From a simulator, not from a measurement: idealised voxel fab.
process module | voxel wiring stack
Section shown: cut. Width: 185 nm. Cell size: 5 nm, square.
Cross-section = grid of square cells, listed top down in bands; band = one or more rows. Within each band entry, the heights of the top and of the bottom of the band appear first, in that order and in nm; the materials of the band then follow from left to right, each with its corresponding width in nm. The designation "full width" on a single material indicates that it fills the band from edge to edge; the designation "empty" indicates empty space. We count height from 0. Below that, the starting wafer is all one material. The lowest band never ends at the bottom but goes on down; see "0 -> down" for how that is written. Read "30 to 40" as a graded width: first number on top, second number at the bottom, same change between each pair of neighbouring rows. Step marked "nothing was modified"? Then no cell in the cross-section changed in it. Closed empty spaces (no open way to the top) of 8 cells or more are what "Sealed internal voids" lists, each as width x height at distance from the left edge, nm for all three. On each step's line, the part that comes after the settings is the simulator's own comment on the step. "overlay nm" answers the question of how far to the right of plan the mask lay on a step that has a mask, and when it is negative the answer is to the left.
Set out below are the planned steps of the process
1,op RECEIVE | material Si
2,op CONFORMAL_DEP | material SiO2 | thk nm 10
3,op CONFORMAL_DEP | material SiCN | thk nm 5
4,op DIRECTIONAL_DEP | material SiO2 | thk nm 20
5,op DIRECTIONAL_DEP | material aC | thk nm 15
6,op PATTERN | tone open | mask id METAL_1 | material resist | width nm 30 | pitch nm 50 | thk nm 35 | overlay nm 0
7,op DIRECTIONAL_ETCH | etch materials aC | depth nm 15
8,op STRIP | etch materials resist
9,op DIRECTIONAL_ETCH | etch materials SiO2 | depth nm 20
10,op DIRECTIONAL_ETCH | etch materials SiCN | depth nm 5
11,op STRIP | etch materials aC
12,op CONFORMAL_DEP | material TiN | thk nm 5
13,op FILL_DEP | material Ru | thk nm 5
14,op CMP | height nm 35
15,op CONFORMAL_DEP | material SiCN | thk nm 5
16,op DIRECTIONAL_DEP | material lowk | thk nm 35
17,op PATTERN | tone open | mask id METAL_2 | material resist | width nm 30 | pitch nm 50 | thk nm 20 | overlay nm 0
18,op DIRECTIONAL_ETCH | etch materials lowk | depth nm 20
19,op STRIP | etch materials resist
20,op PATTERN | tone open | mask id METAL_2_HOLES | material resist | width nm 15 | pitch nm 50 | thk nm 15 | overlay nm 0
21,op DIRECTIONAL_ETCH | etch materials lowk | depth nm 15
22,op DIRECTIONAL_ETCH | etch materials SiCN | depth nm 5
23,op STRIP | etch materials resist
24,op CONFORMAL_DEP | material TiN | thk nm 5
25,op FILL_DEP | material Cu | thk nm 5
26,op CMP | height nm 75
27,op CONFORMAL_DEP | material SiN | thk nm 5
The wafers in this document start out alike and differ in the thk nm applied at step 27; the plan shows the value used for the first wafer.
As received, i.e. after step 1: cross-section through the first of several wafers
	0 -> down: Si full width
	Sealed internal voids: none
Cross-section of the first of several wafers, taken after step 27, where the module ends
	80 -> 75: SiN full width
	75 -> 60: 50 nm lowk  5 nm TiN  20 nm Cu  5 nm TiN  20 nm lowk  5 nm TiN  20 nm Cu  5 nm TiN  55 nm lowk
	60 -> 55: 50 nm lowk  5 nm TiN  5 nm Cu  20 nm TiN  20 nm lowk  5 nm TiN  5 nm Cu  20 nm TiN  55 nm lowk
	55 -> 40: 50 nm lowk  5 nm TiN  5 nm Cu  5 nm TiN  35 nm lowk  5 nm TiN  5 nm Cu  5 nm TiN  70 nm lowk
	40 -> 35: 50 nm SiCN  15 nm TiN  35 nm SiCN  15 nm TiN  70 nm SiCN
	35 -> 15: 50 nm SiO2  5 nm TiN  20 nm Ru  5 nm TiN  20 nm SiO2  5 nm TiN  20 nm Ru  5 nm TiN  55 nm SiO2
	15 -> 10: 50 nm SiCN  30 nm TiN  20 nm SiCN  30 nm TiN  55 nm SiCN
	10 -> 0: SiO2 full width
	0 -> down: Si full width
	Sealed internal voids: none
Cross-section, last wafer, module completion
	95 -> 75: SiN full width
	75 -> 60: 50 nm lowk  5 nm TiN  20 nm Cu  5 nm TiN  20 nm lowk  5 nm TiN  20 nm Cu  5 nm TiN  55 nm lowk
	60 -> 55: 50 nm lowk  5 nm TiN  5 nm Cu  20 nm TiN  20 nm lowk  5 nm TiN  5 nm Cu  20 nm TiN  55 nm lowk
	55 -> 40: 50 nm lowk  5 nm TiN  5 nm Cu  5 nm TiN  35 nm lowk  5 nm TiN  5 nm Cu  5 nm TiN  70 nm lowk
	40 -> 35: 50 nm SiCN  15 nm TiN  35 nm SiCN  15 nm TiN  70 nm SiCN
	35 -> 15: 50 nm SiO2  5 nm TiN  20 nm Ru  5 nm TiN  20 nm SiO2  5 nm TiN  20 nm Ru  5 nm TiN  55 nm SiO2
	15 -> 10: 50 nm SiCN  30 nm TiN  20 nm SiCN  30 nm TiN  55 nm SiCN
	10 -> 0: SiO2 full width
	0 -> down: Si full width
	Sealed internal voids: none
Here is how to read the rows: every wafer has a row, and it shows the wafer at the end of the module, giving for each material how many cells were gained (+) or lost (-) since the wafer was received, then listing its closed voids
thk nm 5, +32 Cu, +32 Ru, +56 SiCN, +37 SiN, +174 SiO2, +68 TiN, +193 lowk, Sealed internal voids: none
thk nm 10, +32 Cu, +32 Ru, +56 SiCN, +74 SiN, +174 SiO2, +68 TiN, +193 lowk, Sealed internal voids: none
thk nm 15, +32 Cu, +32 Ru, +56 SiCN, +111 SiN, +174 SiO2, +68 TiN, +193 lowk, Sealed internal voids: none
thk nm 20, +32 Cu, +32 Ru, +56 SiCN, +148 SiN, +174 SiO2, +68 TiN, +193 lowk, Sealed internal voids: none
